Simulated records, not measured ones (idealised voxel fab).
You're looking at the process module voxel capacitor over wiring.
The figure presents cross-section cut, which has a width of 295 nm and is divided into square cells with an edge length of 5 nm.
Cross-section, as written here: a square-cell grid given band by band from the top down, where a band holds one or more rows of cells.
First you get the band's top height and its bottom height, in nm, and then the materials it's made of, left to right, with each width in nm. If you see a single material with "all across", that one covers the band edge to edge. "empty" is empty space.
Heights from 0 (as-received wafer is one material below). Bottom band endless downward, as "0..down".
The expression "30->40" gives the width at the extremes of the band, the first number at its top row of cells and the second at its bottom row, with the width changing by equal amounts from each row to the next in between.
Key: "everything unchanged" - step with no changed cell in the cross-section.
This entry, "Sealed cavities", enumerates those empty regions of no fewer than 8 cells that possess no open connection to the top. Each region is reported in the form width x height at distance, the distance being taken from the left edge, with all three quantities expressed in nm.
Note: text after step settings on the step line = simulator remark on that step.
The "overlay nm" setting may appear on a step's line; for a step that uses a mask, it gives how far to the right of its planned position the mask lay, and a negative value indicates the left.

The steps planned for the process are as follows:
- 1: RECEIVE with material Si
- 2: CONFORMAL_DEP with material SiO2, thk nm 15
- 3: DIRECTIONAL_DEP with material TiN, thk nm 5
- 4: DIRECTIONAL_DEP with material W, thk nm 15
- 5: PATTERN with tone cover, mask id METAL_1, material resist, width nm 25, pitch nm 95, thk nm 15, overlay nm 0
- 6: DIRECTIONAL_ETCH with etch materials W, depth nm 15
- 7: DIRECTIONAL_ETCH with etch materials TiN, depth nm 5
- 8: STRIP with etch materials resist
- 9: CONFORMAL_DEP with material SiCN, thk nm 5
- 10: FILL_DEP with material SiO2, thk nm 5
- 11: CMP with height nm 35
- 12: CONFORMAL_DEP with material SiCN, thk nm 5
- 13: DIRECTIONAL_DEP with material lowk, thk nm 15
- 14: MASKED_ETCH with tone open, mask id PLUG_1, width nm 15, etch materials lowk, depth nm 15, overlay nm 0
- 15: MASKED_ETCH with tone open, mask id PLUG_1, width nm 15, etch materials SiCN, depth nm 5, overlay nm 0
- 16: CONFORMAL_DEP with material TiN, thk nm 5
- 17: FILL_DEP with material Ru, thk nm 5
- 18: CMP with height nm 55
- 19: DIRECTIONAL_DEP with material TiN, thk nm 5
- 20: DIRECTIONAL_DEP with material Al2O3, thk nm 5
- 21: DIRECTIONAL_DEP with material TiN, thk nm 5
- 22: DIRECTIONAL_DEP with material aC, thk nm 15
- 23: PATTERN with tone cover, mask id UPPER_PLATE, material resist, width nm 75, thk nm 35, overlay nm 0
- 24: DIRECTIONAL_ETCH with etch materials aC, depth nm 15
- 25: STRIP with etch materials resist
- 26: DIRECTIONAL_ETCH with etch materials TiN, depth nm 5
- 27: DIRECTIONAL_ETCH with etch materials Al2O3, depth nm 5
- 28: STRIP with etch materials aC
- 29: DIRECTIONAL_DEP with material aC, thk nm 10
- 30: PATTERN with tone cover, mask id LOWER_PLATE, material resist, width nm 85, thk nm 25, overlay nm 0
- 31: DIRECTIONAL_ETCH with etch materials aC, depth nm 10
- 32: STRIP with etch materials resist
- 33: DIRECTIONAL_ETCH with etch materials TiN, depth nm 5
- 34: STRIP with etch materials aC
- 35: FILL_DEP with material SiO2, thk nm 20
- 36: CMP with height nm 85
- 37: PATTERN with tone open, mask id PLUG_2, material resist, width nm 15, thk nm 20, overlay nm 0
- 38: DIRECTIONAL_ETCH with etch materials SiO2, depth nm 15
- 39: STRIP with etch materials resist
- 40: CONFORMAL_DEP with material TiN, thk nm 5
- 41: FILL_DEP with material W, thk nm 5
- 42: CMP with height nm 85
- 43: CONFORMAL_DEP with material SiN, thk nm 5

First of two wafers, processed according to plan:

Here's what the wafer looked like in cross-section when it arrived - that's after step 1:
  0..down | Si all across
  Sealed cavities: none

Presented here is a cross-section of the wafer after step 2 has been performed:
  15..0 | SiO2 all across
  Note: structure below 0 unchanged.

Presented here is a cross-section of the wafer after step 3 has been performed:
  20..15 | TiN all across
  Note: structure below 15 unchanged.

Presented here is a cross-section of the wafer after step 4 has been performed:
  35..20 | W all across
  Note: structure below 20 unchanged.

Presented here is a cross-section of the wafer after step 5 has been performed:
  50..35 | empty (85)  resist (25)  empty (70)  resist (25)  empty (90)
  Note: structure below 35 unchanged.

Presented here is a cross-section of the wafer after step 6 has been performed:
  50..35 | empty (85)  resist (25)  empty (70)  resist (25)  empty (90)
  35..20 | empty (85)  W (25)  empty (70)  W (25)  empty (90)
  Note: structure below 20 unchanged.

Presented here is a cross-section of the wafer after step 7 has been performed:
  50..35 | empty (85)  resist (25)  empty (70)  resist (25)  empty (90)
  35..20 | empty (85)  W (25)  empty (70)  W (25)  empty (90)
  20..15 | empty (85)  TiN (25)  empty (70)  TiN (25)  empty (90)
  Note: structure below 15 unchanged.

Presented here is a cross-section of the wafer after step 8 has been performed:
  35..20 | empty (85)  W (25)  empty (70)  W (25)  empty (90)
  Note: structure below 20 unchanged.

Presented here is a cross-section of the wafer after step 9 has been performed:
  40..35 | empty (80)  SiCN (35)  empty (60)  SiCN (35)  empty (85)
  35..20 | empty (80)  SiCN (5)  W (25)  SiCN (5)  empty (60)  SiCN (5)  W (25)  SiCN (5)  empty (85)
  20..15 | SiCN (85)  TiN (25)  SiCN (70)  TiN (25)  SiCN (90)
  Note: structure below 15 unchanged.

Presented here is a cross-section of the wafer after step 10 has been performed:
  45..40 | SiO2 all across
  40..35 | SiO2 (80)  SiCN (35)  SiO2 (60)  SiCN (35)  SiO2 (85)
  35..20 | SiO2 (80)  SiCN (5)  W (25)  SiCN (5)  SiO2 (60)  SiCN (5)  W (25)  SiCN (5)  SiO2 (85)
  Note: structure below 20 unchanged.

Presented here is a cross-section of the wafer after step 11 has been performed:
  35..20 | SiO2 (80)  SiCN (5)  W (25)  SiCN (5)  SiO2 (60)  SiCN (5)  W (25)  SiCN (5)  SiO2 (85)
  Note: structure below 20 unchanged.

Presented here is a cross-section of the wafer after step 12 has been performed:
  40..35 | SiCN all across
  Note: structure below 35 unchanged.

Presented here is a cross-section of the wafer after step 13 has been performed:
  55..40 | lowk all across
  Note: structure below 40 unchanged.

Presented here is a cross-section of the wafer after step 14 has been performed:
  55..40 | lowk (95)  empty (15)  lowk (185)
  Note: structure below 40 unchanged.

Presented here is a cross-section of the wafer after step 15 has been performed:
  55..40 | lowk (95)  empty (15)  lowk (185)
  40..35 | SiCN (95)  empty (15)  SiCN (185)
  Note: structure below 35 unchanged.

Presented here is a cross-section of the wafer after step 16 has been performed:
  60..55 | TiN (100)  empty (5)  TiN (190)
  55..40 | lowk (95)  TiN (5)  empty (5)  TiN (5)  lowk (185)
  40..35 | SiCN (95)  TiN (15)  SiCN (185)
  Note: structure below 35 unchanged.

Presented here is a cross-section of the wafer after step 17 has been performed:
  65..60 | Ru all across
  60..55 | TiN (100)  Ru (5)  TiN (190)
  55..40 | lowk (95)  TiN (5)  Ru (5)  TiN (5)  lowk (185)
  Note: structure below 40 unchanged.

Presented here is a cross-section of the wafer after step 18 has been performed:
  55..40 | lowk (95)  TiN (5)  Ru (5)  TiN (5)  lowk (185)
  Note: structure below 40 unchanged.

Presented here is a cross-section of the wafer after step 19 has been performed:
  60..55 | TiN all across
  Note: structure below 55 unchanged.

Presented here is a cross-section of the wafer after step 20 has been performed:
  65..60 | Al2O3 all across
  Note: structure below 60 unchanged.

Presented here is a cross-section of the wafer after step 21 has been performed:
  70..65 | TiN all across
  Note: structure below 65 unchanged.

Presented here is a cross-section of the wafer after step 22 has been performed:
  85..70 | aC all across
  Note: structure below 70 unchanged.

Presented here is a cross-section of the wafer after step 23 has been performed:
  120..85 | empty (95)  resist (75)  empty (125)
  Note: structure below 85 unchanged.

Presented here is a cross-section of the wafer after step 24 has been performed:
  105..85 | empty (95)  resist (75)  empty (125)
  85..70 | empty (95)  aC (75)  empty (125)
  Note: structure below 70 unchanged.

Presented here is a cross-section of the wafer after step 25 has been performed:
  85..70 | empty (95)  aC (75)  empty (125)
  Note: structure below 70 unchanged.

Presented here is a cross-section of the wafer after step 26 has been performed:
  85..70 | empty (95)  aC (75)  empty (125)
  70..65 | empty (95)  TiN (75)  empty (125)
  Note: structure below 65 unchanged.

Presented here is a cross-section of the wafer after step 27 has been performed:
  85..70 | empty (95)  aC (75)  empty (125)
  70..65 | empty (95)  TiN (75)  empty (125)
  65..60 | empty (95)  Al2O3 (75)  empty (125)
  Note: structure below 60 unchanged.

Presented here is a cross-section of the wafer after step 28 has been performed:
  70..65 | empty (95)  TiN (75)  empty (125)
  Note: structure below 65 unchanged.

Presented here is a cross-section of the wafer after step 29 has been performed:
  80..70 | empty (95)  aC (75)  empty (125)
  70..65 | aC (95)  TiN (75)  aC (125)
  65..60 | aC (95)  Al2O3 (75)  aC (125)
  Note: structure below 60 unchanged.

Presented here is a cross-section of the wafer after step 30 has been performed:
  105..80 | empty (90)  resist (85)  empty (120)
  80..70 | empty (90)  resist (5)  aC (75)  resist (5)  empty (120)
  Note: structure below 70 unchanged.

Presented here is a cross-section of the wafer after step 31 has been performed:
  95..80 | empty (90)  resist (85)  empty (120)
  80..70 | empty (90)  resist (5)  aC (75)  resist (5)  empty (120)
  70..65 | empty (90)  aC (5)  TiN (75)  aC (5)  empty (120)
  65..60 | empty (90)  aC (5)  Al2O3 (75)  aC (5)  empty (120)
  Note: structure below 60 unchanged.

Presented here is a cross-section of the wafer after step 32 has been performed:
  80..70 | empty (95)  aC (75)  empty (125)
  Note: structure below 70 unchanged.

Presented here is a cross-section of the wafer after step 33 has been performed:
  80..70 | empty (95)  aC (75)  empty (125)
  70..65 | empty (90)  aC (5)  TiN (75)  aC (5)  empty (120)
  65..60 | empty (90)  aC (5)  Al2O3 (75)  aC (5)  empty (120)
  60..55 | empty (90)  TiN (85)  empty (120)
  Note: structure below 55 unchanged.

Presented here is a cross-section of the wafer after step 34 has been performed:
  70..65 | empty (95)  TiN (75)  empty (125)
  65..60 | empty (95)  Al2O3 (75)  empty (125)
  Note: structure below 60 unchanged.

Presented here is a cross-section of the wafer after step 35 has been performed:
  90..70 | SiO2 all across
  70..65 | SiO2 (95)  TiN (75)  SiO2 (125)
  65..60 | SiO2 (95)  Al2O3 (75)  SiO2 (125)
  60..55 | SiO2 (90)  TiN (85)  SiO2 (120)
  Note: structure below 55 unchanged.

Presented here is a cross-section of the wafer after step 36 has been performed:
  85..70 | SiO2 all across
  Note: structure below 70 unchanged.

Presented here is a cross-section of the wafer after step 37 has been performed:
  105..85 | resist (105)  empty (15)  resist (175)
  Note: structure below 85 unchanged.

Presented here is a cross-section of the wafer after step 38 has been performed:
  105..85 | resist (105)  empty (15)  resist (175)
  85..70 | SiO2 (105)  empty (15)  SiO2 (175)
  Note: structure below 70 unchanged.

Presented here is a cross-section of the wafer after step 39 has been performed:
  85..70 | SiO2 (105)  empty (15)  SiO2 (175)
  Note: structure below 70 unchanged.

Presented here is a cross-section of the wafer after step 40 has been performed:
  90..85 | TiN (110)  empty (5)  TiN (180)
  85..75 | SiO2 (105)  TiN (5)  empty (5)  TiN (5)  SiO2 (175)
  75..65 | SiO2 (105->95)  TiN (15->75)  SiO2 (175->125)
  Note: structure below 65 unchanged.

Presented here is a cross-section of the wafer after step 41 has been performed:
  95..90 | W all across
  90..85 | TiN (110)  W (5)  TiN (180)
  85..75 | SiO2 (105)  TiN (5)  W (5)  TiN (5)  SiO2 (175)
  Note: structure below 75 unchanged.

Presented here is a cross-section of the wafer after step 42 has been performed:
  85..75 | SiO2 (105)  TiN (5)  W (5)  TiN (5)  SiO2 (175)
  Note: structure below 75 unchanged.

Presented here is a cross-section of the wafer after step 43 has been performed:
  90..85 | SiN all across
  Note: structure below 85 unchanged.

The second wafer was prepared from the same starting point and under the same plan as the first; its processing contained one mistake, and it remains indistinguishable from the first wafer up to and including step 1:

At the planned end of step 2, the second wafer in cross-section:
  30..0 | SiO2 all across
  Note: structure below 0 unchanged.

At the planned end of step 3, the second wafer in cross-section:
  35..30 | TiN all across
  Note: structure below 30 unchanged.

At the planned end of step 4, the second wafer in cross-section:
  50..35 | W all across
  Note: structure below 35 unchanged.

At the planned end of step 5, the second wafer in cross-section:
  65..50 | empty (85)  resist (25)  empty (70)  resist (25)  empty (90)
  Note: structure below 50 unchanged.

At the planned end of step 6, the second wafer in cross-section:
  65..50 | empty (85)  resist (25)  empty (70)  resist (25)  empty (90)
  50..35 | empty (85)  W (25)  empty (70)  W (25)  empty (90)
  Note: structure below 35 unchanged.

At the planned end of step 7, the second wafer in cross-section:
  65..50 | empty (85)  resist (25)  empty (70)  resist (25)  empty (90)
  50..35 | empty (85)  W (25)  empty (70)  W (25)  empty (90)
  35..30 | empty (85)  TiN (25)  empty (70)  TiN (25)  empty (90)
  Note: structure below 30 unchanged.

At the planned end of step 8, the second wafer in cross-section:
  50..35 | empty (85)  W (25)  empty (70)  W (25)  empty (90)
  Note: structure below 35 unchanged.

At the planned end of step 9, the second wafer in cross-section:
  55..50 | empty (80)  SiCN (35)  empty (60)  SiCN (35)  empty (85)
  50..35 | empty (80)  SiCN (5)  W (25)  SiCN (5)  empty (60)  SiCN (5)  W (25)  SiCN (5)  empty (85)
  35..30 | SiCN (85)  TiN (25)  SiCN (70)  TiN (25)  SiCN (90)
  Note: structure below 30 unchanged.

At the planned end of step 10, the second wafer in cross-section:
  60..55 | SiO2 all across
  55..50 | SiO2 (80)  SiCN (35)  SiO2 (60)  SiCN (35)  SiO2 (85)
  50..35 | SiO2 (80)  SiCN (5)  W (25)  SiCN (5)  SiO2 (60)  SiCN (5)  W (25)  SiCN (5)  SiO2 (85)
  Note: structure below 35 unchanged.

At the planned end of step 11, the second wafer in cross-section:
  35..30 | SiCN (85)  TiN (25)  SiCN (70)  TiN (25)  SiCN (90)
  Note: structure below 30 unchanged.

At the planned end of step 12, the second wafer in cross-section:
  40..35 | SiCN all across
  Note: structure below 35 unchanged.

At the planned end of step 13, the second wafer in cross-section:
  55..40 | lowk all across
  Note: structure below 40 unchanged.

At the planned end of step 14, the second wafer in cross-section:
  55..40 | lowk (95)  empty (15)  lowk (185)
  Note: structure below 40 unchanged.

At the planned end of step 15, the second wafer in cross-section:
  55..40 | lowk (95)  empty (15)  lowk (185)
  40..35 | SiCN (95)  empty (15)  SiCN (185)
  Note: structure below 35 unchanged.

At the planned end of step 16, the second wafer in cross-section:
  60..55 | TiN (100)  empty (5)  TiN (190)
  55..40 | lowk (95)  TiN (5)  empty (5)  TiN (5)  lowk (185)
  40..35 | SiCN (95)  TiN (15)  SiCN (185)
  Note: structure below 35 unchanged.

At the planned end of step 17, the second wafer in cross-section:
  65..60 | Ru all across
  60..55 | TiN (100)  Ru (5)  TiN (190)
  55..40 | lowk (95)  TiN (5)  Ru (5)  TiN (5)  lowk (185)
  Note: structure below 40 unchanged.

At the planned end of step 18, the second wafer in cross-section:
  55..40 | lowk (95)  TiN (5)  Ru (5)  TiN (5)  lowk (185)
  Note: structure below 40 unchanged.

At the planned end of step 19, the second wafer in cross-section:
  60..55 | TiN all across
  Note: structure below 55 unchanged.

At the planned end of step 20, the second wafer in cross-section:
  65..60 | Al2O3 all across
  Note: structure below 60 unchanged.

At the planned end of step 21, the second wafer in cross-section:
  70..65 | TiN all across
  Note: structure below 65 unchanged.

At the planned end of step 22, the second wafer in cross-section:
  85..70 | aC all across
  Note: structure below 70 unchanged.

At the planned end of step 23, the second wafer in cross-section:
  120..85 | empty (95)  resist (75)  empty (125)
  Note: structure below 85 unchanged.

At the planned end of step 24, the second wafer in cross-section:
  105..85 | empty (95)  resist (75)  empty (125)
  85..70 | empty (95)  aC (75)  empty (125)
  Note: structure below 70 unchanged.

At the planned end of step 25, the second wafer in cross-section:
  85..70 | empty (95)  aC (75)  empty (125)
  Note: structure below 70 unchanged.

At the planned end of step 26, the second wafer in cross-section:
  85..70 | empty (95)  aC (75)  empty (125)
  70..65 | empty (95)  TiN (75)  empty (125)
  Note: structure below 65 unchanged.

At the planned end of step 27, the second wafer in cross-section:
  85..70 | empty (95)  aC (75)  empty (125)
  70..65 | empty (95)  TiN (75)  empty (125)
  65..60 | empty (95)  Al2O3 (75)  empty (125)
  Note: structure below 60 unchanged.

At the planned end of step 28, the second wafer in cross-section:
  70..65 | empty (95)  TiN (75)  empty (125)
  Note: structure below 65 unchanged.

At the planned end of step 29, the second wafer in cross-section:
  80..70 | empty (95)  aC (75)  empty (125)
  70..65 | aC (95)  TiN (75)  aC (125)
  65..60 | aC (95)  Al2O3 (75)  aC (125)
  Note: structure below 60 unchanged.

At the planned end of step 30, the second wafer in cross-section:
  105..80 | empty (90)  resist (85)  empty (120)
  80..70 | empty (90)  resist (5)  aC (75)  resist (5)  empty (120)
  Note: structure below 70 unchanged.

At the planned end of step 31, the second wafer in cross-section:
  95..80 | empty (90)  resist (85)  empty (120)
  80..70 | empty (90)  resist (5)  aC (75)  resist (5)  empty (120)
  70..65 | empty (90)  aC (5)  TiN (75)  aC (5)  empty (120)
  65..60 | empty (90)  aC (5)  Al2O3 (75)  aC (5)  empty (120)
  Note: structure below 60 unchanged.

At the planned end of step 32, the second wafer in cross-section:
  80..70 | empty (95)  aC (75)  empty (125)
  Note: structure below 70 unchanged.

At the planned end of step 33, the second wafer in cross-section:
  80..70 | empty (95)  aC (75)  empty (125)
  70..65 | empty (90)  aC (5)  TiN (75)  aC (5)  empty (120)
  65..60 | empty (90)  aC (5)  Al2O3 (75)  aC (5)  empty (120)
  60..55 | empty (90)  TiN (85)  empty (120)
  Note: structure below 55 unchanged.

At the planned end of step 34, the second wafer in cross-section:
  70..65 | empty (95)  TiN (75)  empty (125)
  65..60 | empty (95)  Al2O3 (75)  empty (125)
  Note: structure below 60 unchanged.

At the planned end of step 35, the second wafer in cross-section:
  90..70 | SiO2 all across
  70..65 | SiO2 (95)  TiN (75)  SiO2 (125)
  65..60 | SiO2 (95)  Al2O3 (75)  SiO2 (125)
  60..55 | SiO2 (90)  TiN (85)  SiO2 (120)
  Note: structure below 55 unchanged.

At the planned end of step 36, the second wafer in cross-section:
  85..70 | SiO2 all across
  Note: structure below 70 unchanged.

At the planned end of step 37, the second wafer in cross-section:
  105..85 | resist (105)  empty (15)  resist (175)
  Note: structure below 85 unchanged.

At the planned end of step 38, the second wafer in cross-section:
  105..85 | resist (105)  empty (15)  resist (175)
  85..70 | SiO2 (105)  empty (15)  SiO2 (175)
  Note: structure below 70 unchanged.

At the planned end of step 39, the second wafer in cross-section:
  85..70 | SiO2 (105)  empty (15)  SiO2 (175)
  Note: structure below 70 unchanged.

At the planned end of step 40, the second wafer in cross-section:
  90..85 | TiN (110)  empty (5)  TiN (180)
  85..75 | SiO2 (105)  TiN (5)  empty (5)  TiN (5)  SiO2 (175)
  75..65 | SiO2 (105->95)  TiN (15->75)  SiO2 (175->125)
  Note: structure below 65 unchanged.

At the planned end of step 41, the second wafer in cross-section:
  95..90 | W all across
  90..85 | TiN (110)  W (5)  TiN (180)
  85..75 | SiO2 (105)  TiN (5)  W (5)  TiN (5)  SiO2 (175)
  Note: structure below 75 unchanged.

At the planned end of step 42, the second wafer in cross-section:
  85..75 | SiO2 (105)  TiN (5)  W (5)  TiN (5)  SiO2 (175)
  Note: structure below 75 unchanged.

At the planned end of step 43, the second wafer in cross-section:
  90..85 | SiN all across
  Note: structure below 85 unchanged.
Processing error: yeah, plan step 2 got run twice
Upon completion, the second wafer contains, in terms of cells, a greater or smaller amount of certain materials than the first wafer: SiCN: 12 fewer | SiO2: 42 more | W: 30 fewer
